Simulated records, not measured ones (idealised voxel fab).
Process module under the name voxel wiring stack
Cross-section cut spans 165 nm and uses square cells 5 nm in size.
Heads up, the way a cross-section reads in here is a grid of square cells, handed over as bands from the top down, with every band being one or more rows of cells. For a band, the entry starts with two heights in nm, that of the top and then that of the bottom, and carries on with the band's materials in order from left to right, each alongside its width in nm; the word "all across" beside a single material means it fills the band edge to edge, and "empty" means empty space. The reference from which all heights are counted is 0, the level beneath which the as-received wafer is entirely one material; the lowest band, having no lower bound, proceeds downward and is written after the example "0 -> down". Graded width ("30..40"): value in top row of band = first number; value in bottom row = second number; row-to-row change constant. The cross-section has no changed cell in any step marked "no modifications". "Closed empty spaces": empty spaces of 8 cells or more with no open way to the top, each given as width x height at distance, distance from the left edge, all in nm. It should be noted that, on the line of a given step, the content following the step's settings is a remark produced by the simulator itself with respect to that step. The setting "overlay nm" may be written on the line of a step. When the step uses a mask, the value reports how far to the right of the planned place the mask lay, and a negative value reports that it lay to the left.
The steps planned for the process are as follows
1. RECEIVE,material Si
2. CONFORMAL_DEP,material SiO2,thk nm 15
3. DIRECTIONAL_DEP,material TiN,thk nm 5
4. DIRECTIONAL_DEP,material W,thk nm 20
5. DIRECTIONAL_DEP,material aC,thk nm 10
6. PATTERN,tone cover,mask id METAL_1,material resist,width nm 30,pitch nm 45,thk nm 30,overlay nm 0
7. DIRECTIONAL_ETCH,etch materials aC,depth nm 10
8. STRIP,etch materials resist
9. DIRECTIONAL_ETCH,etch materials W,depth nm 20
10. DIRECTIONAL_ETCH,etch materials TiN,depth nm 5
11. STRIP,etch materials aC
12. CONFORMAL_DEP,material SiN,thk nm 5
13. FILL_DEP,material lowk,thk nm 5
14. CMP,height nm 40
15. CONFORMAL_DEP,material SiCN,thk nm 5
16. DIRECTIONAL_DEP,material SiO2,thk nm 20
17. DIRECTIONAL_DEP,material aC,thk nm 10
18. PATTERN,tone open,mask id PLUG_1,material resist,width nm 15,pitch nm 90,thk nm 25,overlay nm 0
19. DIRECTIONAL_ETCH,etch materials aC,depth nm 10
20. STRIP,etch materials resist
21. DIRECTIONAL_ETCH,etch materials SiO2,depth nm 20
22. DIRECTIONAL_ETCH,etch materials SiCN,depth nm 5
23. STRIP,etch materials aC
24. EPI,material Ru,thk nm 10
25. EPI,material Ru,thk nm 10
26. EPI,material Ru,thk nm 5
27. DIRECTIONAL_DEP,material TiN,thk nm 5
28. DIRECTIONAL_DEP,material W,thk nm 25
29. DIRECTIONAL_DEP,material aC,thk nm 10
30. PATTERN,tone cover,mask id METAL_2,material resist,width nm 30,pitch nm 45,thk nm 30,overlay nm 0
31. DIRECTIONAL_ETCH,etch materials aC,depth nm 10
32. STRIP,etch materials resist
33. DIRECTIONAL_ETCH,etch materials W,depth nm 25
34. DIRECTIONAL_ETCH,etch materials TiN,depth nm 5
35. STRIP,etch materials aC
36. CONFORMAL_DEP,material SiN,thk nm 5
37. FILL_DEP,material lowk,thk nm 5
38. CMP,height nm 95
39. CONFORMAL_DEP,material SiCN,thk nm 5
40. DIRECTIONAL_DEP,material lowk,thk nm 10
41. MASKED_ETCH,tone open,mask id PLUG_2,width nm 15,pitch nm 90,etch materials lowk,depth nm 10,overlay nm 0
42. MASKED_ETCH,tone open,mask id PLUG_2,width nm 15,pitch nm 90,etch materials SiCN,depth nm 5,overlay nm 0
43. EPI,material Ru,thk nm 10
44. EPI,material Ru,thk nm 5
45. DIRECTIONAL_DEP,material TiN,thk nm 5
46. DIRECTIONAL_DEP,material W,thk nm 15
47. MASKED_ETCH,tone cover,mask id METAL_3,width nm 30,pitch nm 45,etch materials W,depth nm 15,overlay nm 0
48. MASKED_ETCH,tone cover,mask id METAL_3,width nm 30,pitch nm 45,etch materials TiN,depth nm 5,overlay nm 0
49. FILL_DEP,material SiO2,thk nm 10
50. CMP,height nm 130
51. CONFORMAL_DEP,material SiCN,thk nm 5
52. DIRECTIONAL_DEP,material lowk,thk nm 10
53. PATTERN,tone open,mask id PLUG_3,material resist,width nm 15,pitch nm 45,thk nm 20,overlay nm 0
54. DIRECTIONAL_ETCH,etch materials lowk,depth nm 10
55. DIRECTIONAL_ETCH,etch materials SiCN,depth nm 5
56. STRIP,etch materials resist
57. CONFORMAL_DEP,material TiN,thk nm 5
58. FILL_DEP,material Cu,thk nm 5
59. CMP,height nm 145
60. DIRECTIONAL_DEP,material TiN,thk nm 5
61. DIRECTIONAL_DEP,material W,thk nm 20
62. MASKED_ETCH,tone cover,mask id METAL_4,width nm 30,pitch nm 45,etch materials W,depth nm 20,overlay nm 0
63. MASKED_ETCH,tone cover,mask id METAL_4,width nm 30,pitch nm 45,etch materials TiN,depth nm 5,overlay nm 0
64. CONFORMAL_DEP,material SiCN,thk nm 5
65. FILL_DEP,material SiO2,thk nm 10
66. CMP,height nm 170
67. CONFORMAL_DEP,material SiCN,thk nm 5
Cross-section of the wafer at receipt, which is the condition after step 1
  0 -> down: Si all across
  Closed empty spaces: none
The cross-section shown corresponds to the wafer at the conclusion of the module. The initial structure and the process plan are those presented above; however, one mistake occurred in executing the plan
  175 -> 170: SiCN all across
  170 -> 155: 10 nm SiO2 | 5 nm SiCN | 30 nm W | 5 nm SiCN | 5 nm SiO2 | 5 nm SiCN | 30 nm W | 5 nm SiCN | 5 nm SiO2 | 5 nm SiCN | 30 nm W | 5 nm SiCN | 25 nm SiO2
  155 -> 150: 10 nm SiO2 | 5 nm SiCN | 30 nm W | 15 nm SiCN | 30 nm W | 15 nm SiCN | 30 nm W | 10 nm SiCN | 20 nm SiO2
  150 -> 145: 15 nm SiCN | 35 nm TiN | 10 nm SiCN | 35 nm TiN | 10 nm SiCN | 35 nm TiN | 25 nm SiCN
  145 -> 135: 20 nm lowk | 5 nm TiN | 5 nm Cu | 5 nm TiN | 30 nm lowk | 5 nm TiN | 5 nm Cu | 5 nm TiN | 30 nm lowk | 5 nm TiN | 5 nm Cu | 5 nm TiN | 40 nm lowk
  135 -> 130: 20 nm SiCN | 15 nm TiN | 30 nm SiCN | 15 nm TiN | 30 nm SiCN | 15 nm TiN | 40 nm SiCN
  130 -> 115: 20 nm SiO2 | 30 nm W | 15 nm SiO2 | 30 nm W | 15 nm SiO2 | 30 nm W | 25 nm SiO2
  115 -> 110: 20 nm SiO2 | 30 nm TiN | 15 nm SiO2 | 30 nm TiN | 15 nm SiO2 | 30 nm TiN | 25 nm SiO2
  110 -> 100: 20 nm lowk | 15 nm Ru | 75 nm lowk | 15 nm Ru | 40 nm lowk
  100 -> 95: 20 nm SiCN | 15 nm Ru | 75 nm SiCN | 15 nm Ru | 40 nm SiCN
  95 -> 70: 15 nm lowk | 5 nm SiN | 30 nm W | 5 nm SiN | 5 nm lowk | 5 nm SiN | 30 nm W | 5 nm SiN | 5 nm lowk | 5 nm SiN | 30 nm W | 5 nm SiN | 20 nm lowk
  70 -> 65: 20 nm SiN | 30 nm TiN | 15 nm SiN | 30 nm TiN | 15 nm SiN | 30 nm TiN | 25 nm SiN
  65 -> 45: 20 nm SiO2 | 15 nm Ru | 75 nm SiO2 | 15 nm Ru | 40 nm SiO2
  45 -> 40: 20 nm SiCN | 15 nm Ru | 75 nm SiCN | 15 nm Ru | 40 nm SiCN
  40 -> 20: 15 nm lowk | 5 nm SiN | 30 nm W | 5 nm SiN | 5 nm lowk | 5 nm SiN | 30 nm W | 5 nm SiN | 5 nm lowk | 5 nm SiN | 30 nm W | 5 nm SiN | 20 nm lowk
  20 -> 15: 20 nm SiN | 30 nm TiN | 15 nm SiN | 30 nm TiN | 15 nm SiN | 30 nm TiN | 25 nm SiN
  15 -> 0: SiO2 all across
  0 -> down: Si all across
  Closed empty spaces: none
Deviation noted in wafer processing: not per plan at step 62, really ran MASKED_ETCH,tone cover,mask id METAL_4,width nm 30,pitch nm 45,etch materials W,depth nm 20,overlay nm -5
